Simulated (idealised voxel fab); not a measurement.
process module | voxel tone inversion
cross-section cut | 220 nm wide | cells 5 nm
A cross-section is a grid of square cells, given in bands from the top down. A band is one or more rows of cells.
Each band's line starts with the height of the band's top and of its bottom, in nm. Then come its materials from left to right, each with its width in nm. One material with "throughout" fills the band from edge to edge. "air" is empty space.
Height 0 is the level under which the wafer as received is all one material. The lowest band goes on downwards, as in "0 down".
A width such as "30 to 40" changes by the same amount from each row of cells to the next, from the band's top row to its bottom row.
"no change" after a step means that no cell of the cross-section changed.
closed voids: empty space of 8 cells or more with no open way to the top, each as width x height at its distance from the left edge, in nm
after a step's settings: what the simulator itself notes on the step
overlay nm, on a step with a mask: how far to the right of its planned place the mask lay; to the left if negative
plan
1 op RECEIVE | material Si
2 op CONFORMAL_DEP | material SiCN | thk nm 10
3 op DIRECTIONAL_DEP | material aC | thk nm 15
4 op PATTERN | tone cover | mask id POSTS | material resist | width nm 25 | pitch nm 55 | thk nm 25 | overlay nm 0
5 op DIRECTIONAL_ETCH | etch materials aC | depth nm 15
6 op STRIP | etch materials resist
7 op FILL_DEP | material lowk | thk nm 5
8 op CMP | height nm 25
9 op STRIP | etch materials aC
10 op CONFORMAL_DEP | material TiN | thk nm 5
11 op FILL_DEP | material Ru | thk nm 10
12 op CMP | height nm 25
13 op CONFORMAL_DEP | material SiN | thk nm 5
as received, after step 1
  0 down: Si throughout
  closed voids: none
a wafer at the end: this start, this plan, one mistake
  30 to 10: SiN throughout
  10 to 0: SiCN throughout
  0 down: Si throughout
  closed voids: none
what went wrong: step 3 ran as: op DIRECTIONAL_DEP | material SiN | thk nm 15
